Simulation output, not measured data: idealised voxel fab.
Title: Process Module voxel lift off
Pictured: cross-section cut, 280 nm wide, on a grid of 5 nm square cells.
A cross-section in this document is a grid of square cells, and it is written down as bands, the top band listed before the ones below it; a band is made up of one or more rows of cells. Basically the band line says how high the top is and how high the bottom is, in nm, and then what's in it from left to right, every material with its width in nm. Empty space shows up as "air", and if a single material carries "throughout" it runs the full band edge to edge. Note: height 0 marks the level under which the wafer is uniformly one material as received. Lowest band unbounded below, written "z 0 and below". A width such as "30 to 40" changes by the same amount from each row of cells to the next, from the band's top row to its bottom row. No cell of the cross-section changed in a step that is given as "nothing was modified". If an empty space has no open way to the top and is at least 8 cells in size, "Non-vented voids" lists it, written width x height at distance, where distance is measured from the left edge and every value is in nm. Post-settings text on a step line: simulator's own remark regarding the step. What "overlay nm" on a step's line means: if the step has a mask, that mask lay this far to the right of its planned place, or, when the value is negative, to the left.

Below is the list of planned process steps
1) RECEIVE [material Si]
2) CONFORMAL_DEP [material SiN] [thk nm 10]
3) PATTERN [tone open] [mask id LINES] [material resist] [width nm 15] [pitch nm 35] [thk nm 25] [overlay nm 0]
4) DIRECTIONAL_DEP [material Ru] [thk nm 10]
5) STRIP [etch materials resist]
6) CONFORMAL_DEP [material SiO2] [thk nm 5]

Wafer cross-section on receipt, i.e. after step 1
z 0 and below | Si throughout
Non-vented voids: none

Run as planned - first of the two wafers cross-sectioned at the end of the module
z 25 to 20 | 75 nm air  25 nm SiO2  10 nm air  25 nm SiO2  10 nm air  25 nm SiO2  10 nm air  25 nm SiO2  75 nm air
z 20 to 15 | 75 nm air  5 nm SiO2  15 nm Ru  5 nm SiO2  10 nm air  5 nm SiO2  15 nm Ru  5 nm SiO2  10 nm air  5 nm SiO2  15 nm Ru  5 nm SiO2  10 nm air  5 nm SiO2  15 nm Ru  5 nm SiO2  75 nm air
z 15 to 10 | 80 nm SiO2  15 nm Ru  20 nm SiO2  15 nm Ru  20 nm SiO2  15 nm Ru  20 nm SiO2  15 nm Ru  80 nm SiO2
z 10 to 0 | SiN throughout
z 0 and below | Si throughout
Non-vented voids: none

Here's the second of our two wafers sectioned at module end. Same start as the first, same plan, but one mistake got made running it
z 25 to 20 | 75 nm air  30 nm SiO2  5 nm air  30 nm SiO2  5 nm air  30 nm SiO2  5 nm air  30 nm SiO2  70 nm air
z 20 to 15 | 75 nm air  5 nm SiO2  20 nm Ru  5 nm SiO2  5 nm air  5 nm SiO2  20 nm Ru  5 nm SiO2  5 nm air  5 nm SiO2  20 nm Ru  5 nm SiO2  5 nm air  5 nm SiO2  20 nm Ru  5 nm SiO2  70 nm air
z 15 to 10 | 80 nm SiO2  20 nm Ru  15 nm SiO2  20 nm Ru  15 nm SiO2  20 nm Ru  15 nm SiO2  20 nm Ru  75 nm SiO2
z 10 to 0 | SiN throughout
z 0 and below | Si throughout
Non-vented voids: none
The plan and the run diverged here: step 3 ran as: PATTERN [tone open] [mask id LINES] [material resist] [width nm 20] [pitch nm 35] [thk nm 25] [overlay nm 0]
Final wafer comparison in cells, second versus first, more or fewer per material: 8 more of Ru
